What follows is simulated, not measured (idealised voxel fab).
Process module, titled voxel capacitor over wiring
160 nm wide, 5 nm square cells: that's cross-section cut.
Heads up, the way a cross-section reads in here is a grid of square cells, handed over as bands from the top down, with every band being one or more rows of cells. Quick guide to a band line: top height, bottom height (nm) up front; then every material left to right with its width in nm. Only one material and it's marked "full width"? Then it fills the band edge to edge. And "empty" just means empty space. Note: height 0 marks the level under which the wafer is uniformly one material as received. Lowest band unbounded below, written "top 0, no bottom". It should be noted that a width expressed as "30..40" varies in equal increments from row to row of cells within the band, taking the value of the first number at the top row and that of the second number at the bottom row. No cell of the cross-section changed in a step that is given as "no alteration". Look at "Closed void entries" for the closed voids: empty spaces with no open path to the top, sized 8 cells or up. Each is width x height at distance, distance from the left edge, all nm. Where a step's line continues beyond its settings, the continuation is a remark by the simulator itself on that step. overlay nm: on a step with a mask, how far right of its planned place the mask lay; negative means left.
Here's what the planned process steps look like
1) RECEIVE [material Si]
2) CONFORMAL_DEP [material SiO2] [thk nm 15]
3) CONFORMAL_DEP [material SiN] [thk nm 5]
4) DIRECTIONAL_DEP [material lowk] [thk nm 20]
5) DIRECTIONAL_DEP [material aC] [thk nm 10]
6) PATTERN [tone open] [mask id METAL_1] [material resist] [width nm 30] [pitch nm 95] [thk nm 30] [overlay nm 0]
7) DIRECTIONAL_ETCH [etch materials aC] [depth nm 10]
8) STRIP [etch materials resist]
9) DIRECTIONAL_ETCH [etch materials lowk] [depth nm 20]
10) DIRECTIONAL_ETCH [etch materials SiN] [depth nm 5]
11) STRIP [etch materials aC]
12) CONFORMAL_DEP [material TiN] [thk nm 5]
13) FILL_DEP [material W] [thk nm 10]
14) CMP [height nm 40]
15) CONFORMAL_DEP [material SiCN] [thk nm 5]
16) DIRECTIONAL_DEP [material SiO2] [thk nm 10]
17) DIRECTIONAL_DEP [material aC] [thk nm 15]
18) PATTERN [tone open] [mask id PLUG_1] [material resist] [width nm 15] [thk nm 35] [overlay nm 0]
19) DIRECTIONAL_ETCH [etch materials aC] [depth nm 15]
20) STRIP [etch materials resist]
21) DIRECTIONAL_ETCH [etch materials SiO2] [depth nm 10]
22) DIRECTIONAL_ETCH [etch materials SiCN] [depth nm 5]
23) STRIP [etch materials aC]
24) CONFORMAL_DEP [material TiN] [thk nm 5]
25) FILL_DEP [material W] [thk nm 5]
26) CMP [height nm 55]
27) DIRECTIONAL_DEP [material TiN] [thk nm 5]
28) DIRECTIONAL_DEP [material HfO2] [thk nm 5]
29) DIRECTIONAL_DEP [material TiN] [thk nm 10]
30) PATTERN [tone cover] [mask id UPPER_PLATE] [material resist] [width nm 70] [thk nm 15] [overlay nm 0]
31) DIRECTIONAL_ETCH [etch materials TiN] [depth nm 10]
32) DIRECTIONAL_ETCH [etch materials HfO2] [depth nm 5]
33) STRIP [etch materials resist]
34) DIRECTIONAL_DEP [material aC] [thk nm 10]
35) PATTERN [tone cover] [mask id LOWER_PLATE] [material resist] [width nm 80] [thk nm 30] [overlay nm 0]
36) DIRECTIONAL_ETCH [etch materials aC] [depth nm 10]
37) STRIP [etch materials resist]
38) DIRECTIONAL_ETCH [etch materials TiN] [depth nm 5]
39) STRIP [etch materials aC]
40) FILL_DEP [material SiO2] [thk nm 15]
41) CMP [height nm 85]
42) DIRECTIONAL_DEP [material aC] [thk nm 15]
43) PATTERN [tone open] [mask id PLUG_2] [material resist] [width nm 15] [thk nm 35] [overlay nm 0]
44) DIRECTIONAL_ETCH [etch materials aC] [depth nm 15]
45) STRIP [etch materials resist]
46) DIRECTIONAL_ETCH [etch materials SiO2] [depth nm 10]
47) STRIP [etch materials aC]
48) CONFORMAL_DEP [material TiN] [thk nm 5]
49) FILL_DEP [material Cu] [thk nm 10]
50) CMP [height nm 85]
51) CONFORMAL_DEP [material SiCN] [thk nm 5]
So, the first of our two wafers, run just as we planned it
This is the cross-section of the wafer as we received it, i.e. after step 1
> top 0, no bottom: Si full width
> Closed void entries: none
Wafer section view after processing step 2
> top 15, bottom 0: SiO2 full width
> Beneath the level 0, the cross-section is identical to its previous state.
Wafer section view after processing step 3
> top 20, bottom 15: SiN full width
> Beneath the level 15, the cross-section is identical to its previous state.
Wafer section view after processing step 4
> top 40, bottom 20: lowk full width
> Beneath the level 20, the cross-section is identical to its previous state.
Wafer section view after processing step 5
> top 50, bottom 40: aC full width
> Beneath the level 40, the cross-section is identical to its previous state.
Wafer section view after processing step 6
> top 80, bottom 50: 15 of resist / 30 of empty / 65 of resist / 30 of empty / 20 of resist
> Beneath the level 50, the cross-section is identical to its previous state.
Wafer section view after processing step 7
> top 70, bottom 50: 15 of resist / 30 of empty / 65 of resist / 30 of empty / 20 of resist
> top 50, bottom 40: 15 of aC / 30 of empty / 65 of aC / 30 of empty / 20 of aC
> Beneath the level 40, the cross-section is identical to its previous state.
Wafer section view after processing step 8
> top 50, bottom 40: 15 of aC / 30 of empty / 65 of aC / 30 of empty / 20 of aC
> Beneath the level 40, the cross-section is identical to its previous state.
Wafer section view after processing step 9
> top 50, bottom 40: 15 of aC / 30 of empty / 65 of aC / 30 of empty / 20 of aC
> top 40, bottom 20: 15 of lowk / 30 of empty / 65 of lowk / 30 of empty / 20 of lowk
> Beneath the level 20, the cross-section is identical to its previous state.
Wafer section view after processing step 10
> top 50, bottom 40: 15 of aC / 30 of empty / 65 of aC / 30 of empty / 20 of aC
> top 40, bottom 20: 15 of lowk / 30 of empty / 65 of lowk / 30 of empty / 20 of lowk
> top 20, bottom 15: 15 of SiN / 30 of empty / 65 of SiN / 30 of empty / 20 of SiN
> Beneath the level 15, the cross-section is identical to its previous state.
Wafer section view after processing step 11
> top 40, bottom 20: 15 of lowk / 30 of empty / 65 of lowk / 30 of empty / 20 of lowk
> Beneath the level 20, the cross-section is identical to its previous state.
Wafer section view after processing step 12
> top 45, bottom 40: 20 of TiN / 20 of empty / 75 of TiN / 20 of empty / 25 of TiN
> top 40, bottom 20: 15 of lowk / 5 of TiN / 20 of empty / 5 of TiN / 65 of lowk / 5 of TiN / 20 of empty / 5 of TiN / 20 of lowk
> top 20, bottom 15: 15 of SiN / 30 of TiN / 65 of SiN / 30 of TiN / 20 of SiN
> Beneath the level 15, the cross-section is identical to its previous state.
Wafer section view after processing step 13
> top 55, bottom 45: W full width
> top 45, bottom 40: 20 of TiN / 20 of W / 75 of TiN / 20 of W / 25 of TiN
> top 40, bottom 20: 15 of lowk / 5 of TiN / 20 of W / 5 of TiN / 65 of lowk / 5 of TiN / 20 of W / 5 of TiN / 20 of lowk
> Beneath the level 20, the cross-section is identical to its previous state.
Wafer section view after processing step 14
> top 40, bottom 20: 15 of lowk / 5 of TiN / 20 of W / 5 of TiN / 65 of lowk / 5 of TiN / 20 of W / 5 of TiN / 20 of lowk
> Beneath the level 20, the cross-section is identical to its previous state.
Wafer section view after processing step 15
> top 45, bottom 40: SiCN full width
> Beneath the level 40, the cross-section is identical to its previous state.
Wafer section view after processing step 16
> top 55, bottom 45: SiO2 full width
> Beneath the level 45, the cross-section is identical to its previous state.
Wafer section view after processing step 17
> top 70, bottom 55: aC full width
> Beneath the level 55, the cross-section is identical to its previous state.
Wafer section view after processing step 18
> top 105, bottom 70: 30 of resist / 15 of empty / 115 of resist
> Beneath the level 70, the cross-section is identical to its previous state.
Wafer section view after processing step 19
> top 90, bottom 70: 30 of resist / 15 of empty / 115 of resist
> top 70, bottom 55: 30 of aC / 15 of empty / 115 of aC
> Beneath the level 55, the cross-section is identical to its previous state.
Wafer section view after processing step 20
> top 70, bottom 55: 30 of aC / 15 of empty / 115 of aC
> Beneath the level 55, the cross-section is identical to its previous state.
Wafer section view after processing step 21
> top 70, bottom 55: 30 of aC / 15 of empty / 115 of aC
> top 55, bottom 45: 30 of SiO2 / 15 of empty / 115 of SiO2
> Beneath the level 45, the cross-section is identical to its previous state.
Wafer section view after processing step 22
> top 70, bottom 55: 30 of aC / 15 of empty / 115 of aC
> top 55, bottom 45: 30 of SiO2 / 15 of empty / 115 of SiO2
> top 45, bottom 40: 30 of SiCN / 15 of empty / 115 of SiCN
> Beneath the level 40, the cross-section is identical to its previous state.
Wafer section view after processing step 23
> top 55, bottom 45: 30 of SiO2 / 15 of empty / 115 of SiO2
> Beneath the level 45, the cross-section is identical to its previous state.
Wafer section view after processing step 24
> top 60, bottom 55: 35 of TiN / 5 of empty / 120 of TiN
> top 55, bottom 45: 30 of SiO2 / 5 of TiN / 5 of empty / 5 of TiN / 115 of SiO2
> top 45, bottom 40: 30 of SiCN / 15 of TiN / 115 of SiCN
> Beneath the level 40, the cross-section is identical to its previous state.
Wafer section view after processing step 25
> top 65, bottom 60: W full width
> top 60, bottom 55: 35 of TiN / 5 of W / 120 of TiN
> top 55, bottom 45: 30 of SiO2 / 5 of TiN / 5 of W / 5 of TiN / 115 of SiO2
> Beneath the level 45, the cross-section is identical to its previous state.
Wafer section view after processing step 26
> top 55, bottom 45: 30 of SiO2 / 5 of TiN / 5 of W / 5 of TiN / 115 of SiO2
> Beneath the level 45, the cross-section is identical to its previous state.
Wafer section view after processing step 27
> top 60, bottom 55: TiN full width
> Beneath the level 55, the cross-section is identical to its previous state.
Wafer section view after processing step 28
> top 65, bottom 60: HfO2 full width
> Beneath the level 60, the cross-section is identical to its previous state.
Wafer section view after processing step 29
> top 75, bottom 65: TiN full width
> Beneath the level 65, the cross-section is identical to its previous state.
Wafer section view after processing step 30
> top 90, bottom 75: 30 of empty / 70 of resist / 60 of empty
> Beneath the level 75, the cross-section is identical to its previous state.
Wafer section view after processing step 31
> top 90, bottom 75: 30 of empty / 70 of resist / 60 of empty
> top 75, bottom 65: 30 of empty / 70 of TiN / 60 of empty
> Beneath the level 65, the cross-section is identical to its previous state.
Wafer section view after processing step 32
> top 90, bottom 75: 30 of empty / 70 of resist / 60 of empty
> top 75, bottom 65: 30 of empty / 70 of TiN / 60 of empty
> top 65, bottom 60: 30 of empty / 70 of HfO2 / 60 of empty
> Beneath the level 60, the cross-section is identical to its previous state.
Wafer section view after processing step 33
> top 75, bottom 65: 30 of empty / 70 of TiN / 60 of empty
> Beneath the level 65, the cross-section is identical to its previous state.
Wafer section view after processing step 34
> top 85, bottom 75: 30 of empty / 70 of aC / 60 of empty
> top 75, bottom 70: 30 of empty / 70 of TiN / 60 of empty
> top 70, bottom 65: 30 of aC / 70 of TiN / 60 of aC
> top 65, bottom 60: 30 of aC / 70 of HfO2 / 60 of aC
> Beneath the level 60, the cross-section is identical to its previous state.
Wafer section view after processing step 35
> top 115, bottom 85: 25 of empty / 80 of resist / 55 of empty
> top 85, bottom 75: 25 of empty / 5 of resist / 70 of aC / 5 of resist / 55 of empty
> top 75, bottom 70: 25 of empty / 5 of resist / 70 of TiN / 5 of resist / 55 of empty
> Beneath the level 70, the cross-section is identical to its previous state.
Wafer section view after processing step 36
> top 105, bottom 85: 25 of empty / 80 of resist / 55 of empty
> top 85, bottom 75: 25 of empty / 5 of resist / 70 of aC / 5 of resist / 55 of empty
> top 75, bottom 70: 25 of empty / 5 of resist / 70 of TiN / 5 of resist / 55 of empty
> top 70, bottom 65: 25 of empty / 5 of aC / 70 of TiN / 5 of aC / 55 of empty
> top 65, bottom 60: 25 of empty / 5 of aC / 70 of HfO2 / 5 of aC / 55 of empty
> Beneath the level 60, the cross-section is identical to its previous state.
Wafer section view after processing step 37
> top 85, bottom 75: 30 of empty / 70 of aC / 60 of empty
> top 75, bottom 70: 30 of empty / 70 of TiN / 60 of empty
> Beneath the level 70, the cross-section is identical to its previous state.
Wafer section view after processing step 38
> top 85, bottom 75: 30 of empty / 70 of aC / 60 of empty
> top 75, bottom 70: 30 of empty / 70 of TiN / 60 of empty
> top 70, bottom 65: 25 of empty / 5 of aC / 70 of TiN / 5 of aC / 55 of empty
> top 65, bottom 60: 25 of empty / 5 of aC / 70 of HfO2 / 5 of aC / 55 of empty
> top 60, bottom 55: 25 of empty / 80 of TiN / 55 of empty
> Beneath the level 55, the cross-section is identical to its previous state.
Wafer section view after processing step 39
> top 75, bottom 65: 30 of empty / 70 of TiN / 60 of empty
> top 65, bottom 60: 30 of empty / 70 of HfO2 / 60 of empty
> Beneath the level 60, the cross-section is identical to its previous state.
Wafer section view after processing step 40
> top 90, bottom 75: SiO2 full width
> top 75, bottom 65: 30 of SiO2 / 70 of TiN / 60 of SiO2
> top 65, bottom 60: 30 of SiO2 / 70 of HfO2 / 60 of SiO2
> top 60, bottom 55: 25 of SiO2 / 80 of TiN / 55 of SiO2
> Beneath the level 55, the cross-section is identical to its previous state.
Wafer section view after processing step 41
> top 85, bottom 75: SiO2 full width
> Beneath the level 75, the cross-section is identical to its previous state.
Wafer section view after processing step 42
> top 100, bottom 85: aC full width
> Beneath the level 85, the cross-section is identical to its previous state.
Wafer section view after processing step 43
> top 135, bottom 100: 40 of resist / 15 of empty / 105 of resist
> Beneath the level 100, the cross-section is identical to its previous state.
Wafer section view after processing step 44
> top 120, bottom 100: 40 of resist / 15 of empty / 105 of resist
> top 100, bottom 85: 40 of aC / 15 of empty / 105 of aC
> Beneath the level 85, the cross-section is identical to its previous state.
Wafer section view after processing step 45
> top 100, bottom 85: 40 of aC / 15 of empty / 105 of aC
> Beneath the level 85, the cross-section is identical to its previous state.
Wafer section view after processing step 46
> top 100, bottom 85: 40 of aC / 15 of empty / 105 of aC
> top 85, bottom 75: 40 of SiO2 / 15 of empty / 105 of SiO2
> Beneath the level 75, the cross-section is identical to its previous state.
Wafer section view after processing step 47
> top 85, bottom 75: 40 of SiO2 / 15 of empty / 105 of SiO2
> Beneath the level 75, the cross-section is identical to its previous state.
Wafer section view after processing step 48
> top 90, bottom 85: 45 of TiN / 5 of empty / 110 of TiN
> top 85, bottom 80: 40 of SiO2 / 5 of TiN / 5 of empty / 5 of TiN / 105 of SiO2
> top 80, bottom 75: 40 of SiO2 / 15 of TiN / 105 of SiO2
> Beneath the level 75, the cross-section is identical to its previous state.
Wafer section view after processing step 49
> top 100, bottom 90: Cu full width
> top 90, bottom 85: 45 of TiN / 5 of Cu / 110 of TiN
> top 85, bottom 80: 40 of SiO2 / 5 of TiN / 5 of Cu / 5 of TiN / 105 of SiO2
> Beneath the level 80, the cross-section is identical to its previous state.
Wafer section view after processing step 50
> top 85, bottom 80: 40 of SiO2 / 5 of TiN / 5 of Cu / 5 of TiN / 105 of SiO2
> Beneath the level 80, the cross-section is identical to its previous state.
Wafer section view after processing step 51
> top 90, bottom 85: SiCN full width
> Beneath the level 85, the cross-section is identical to its previous state.
Okay, second wafer. Nothing different at the start, nothing different in the plan, just one mistake somewhere in the running. As far as step 34, counting that step, it's the first wafer all over again
Second wafer profile in section, at the moment step 35 of the plan was meant to be complete
> top 115, bottom 85: 20 of empty / 80 of resist / 60 of empty
> top 85, bottom 75: 20 of empty / 10 of resist / 70 of aC / 60 of empty
> top 75, bottom 70: 20 of empty / 10 of resist / 70 of TiN / 60 of empty
> Beneath the level 70, the cross-section is identical to its previous state.
Second wafer profile in section, at the moment step 36 of the plan was meant to be complete
> top 105, bottom 85: 20 of empty / 80 of resist / 60 of empty
> top 85, bottom 75: 20 of empty / 10 of resist / 70 of aC / 60 of empty
> top 75, bottom 70: 20 of empty / 10 of resist / 70 of TiN / 60 of empty
> top 70, bottom 65: 20 of empty / 10 of aC / 70 of TiN / 60 of empty
> top 65, bottom 60: 20 of empty / 10 of aC / 70 of HfO2 / 60 of empty
> Beneath the level 60, the cross-section is identical to its previous state.
Second wafer profile in section, at the moment step 37 of the plan was meant to be complete
> top 85, bottom 75: 30 of empty / 70 of aC / 60 of empty
> top 75, bottom 70: 30 of empty / 70 of TiN / 60 of empty
> Beneath the level 70, the cross-section is identical to its previous state.
Second wafer profile in section, at the moment step 38 of the plan was meant to be complete
> top 85, bottom 75: 30 of empty / 70 of aC / 60 of empty
> top 75, bottom 70: 30 of empty / 70 of TiN / 60 of empty
> top 70, bottom 65: 20 of empty / 10 of aC / 70 of TiN / 60 of empty
> top 65, bottom 60: 20 of empty / 10 of aC / 70 of HfO2 / 60 of empty
> top 60, bottom 55: 20 of empty / 80 of TiN / 60 of empty
> Beneath the level 55, the cross-section is identical to its previous state.
Second wafer profile in section, at the moment step 39 of the plan was meant to be complete
> top 75, bottom 65: 30 of empty / 70 of TiN / 60 of empty
> top 65, bottom 60: 30 of empty / 70 of HfO2 / 60 of empty
> Beneath the level 60, the cross-section is identical to its previous state.
Second wafer profile in section, at the moment step 40 of the plan was meant to be complete
> top 90, bottom 75: SiO2 full width
> top 75, bottom 65: 30 of SiO2 / 70 of TiN / 60 of SiO2
> top 65, bottom 60: 30 of SiO2 / 70 of HfO2 / 60 of SiO2
> top 60, bottom 55: 20 of SiO2 / 80 of TiN / 60 of SiO2
> Beneath the level 55, the cross-section is identical to its previous state.
Second wafer profile in section, at the moment step 41 of the plan was meant to be complete
> top 85, bottom 75: SiO2 full width
> Beneath the level 75, the cross-section is identical to its previous state.
Second wafer profile in section, at the moment step 42 of the plan was meant to be complete
> top 100, bottom 85: aC full width
> Beneath the level 85, the cross-section is identical to its previous state.
Second wafer profile in section, at the moment step 43 of the plan was meant to be complete
> top 135, bottom 100: 40 of resist / 15 of empty / 105 of resist
> Beneath the level 100, the cross-section is identical to its previous state.
Second wafer profile in section, at the moment step 44 of the plan was meant to be complete
> top 120, bottom 100: 40 of resist / 15 of empty / 105 of resist
> top 100, bottom 85: 40 of aC / 15 of empty / 105 of aC
> Beneath the level 85, the cross-section is identical to its previous state.
Second wafer profile in section, at the moment step 45 of the plan was meant to be complete
> top 100, bottom 85: 40 of aC / 15 of empty / 105 of aC
> Beneath the level 85, the cross-section is identical to its previous state.
Second wafer profile in section, at the moment step 46 of the plan was meant to be complete
> top 100, bottom 85: 40 of aC / 15 of empty / 105 of aC
> top 85, bottom 75: 40 of SiO2 / 15 of empty / 105 of SiO2
> Beneath the level 75, the cross-section is identical to its previous state.
Second wafer profile in section, at the moment step 47 of the plan was meant to be complete
> top 85, bottom 75: 40 of SiO2 / 15 of empty / 105 of SiO2
> Beneath the level 75, the cross-section is identical to its previous state.
Second wafer profile in section, at the moment step 48 of the plan was meant to be complete
> top 90, bottom 85: 45 of TiN / 5 of empty / 110 of TiN
> top 85, bottom 80: 40 of SiO2 / 5 of TiN / 5 of empty / 5 of TiN / 105 of SiO2
> top 80, bottom 75: 40 of SiO2 / 15 of TiN / 105 of SiO2
> Beneath the level 75, the cross-section is identical to its previous state.
Second wafer profile in section, at the moment step 49 of the plan was meant to be complete
> top 100, bottom 90: Cu full width
> top 90, bottom 85: 45 of TiN / 5 of Cu / 110 of TiN
> top 85, bottom 80: 40 of SiO2 / 5 of TiN / 5 of Cu / 5 of TiN / 105 of SiO2
> Beneath the level 80, the cross-section is identical to its previous state.
Second wafer profile in section, at the moment step 50 of the plan was meant to be complete
> top 85, bottom 80: 40 of SiO2 / 5 of TiN / 5 of Cu / 5 of TiN / 105 of SiO2
> Beneath the level 80, the cross-section is identical to its previous state.
Second wafer profile in section, at the moment step 51 of the plan was meant to be complete
> top 90, bottom 85: SiCN full width
> Beneath the level 85, the cross-section is identical to its previous state.
Heads up, the wafer didn't run the way we planned it: step 35 changed vs plan, executed as PATTERN [tone cover] [mask id LOWER_PLATE] [material resist] [width nm 80] [thk nm 30] [overlay nm -5]
So at the finish, the second wafer's got exactly as many cells of each material as the first, just not in the same spots.
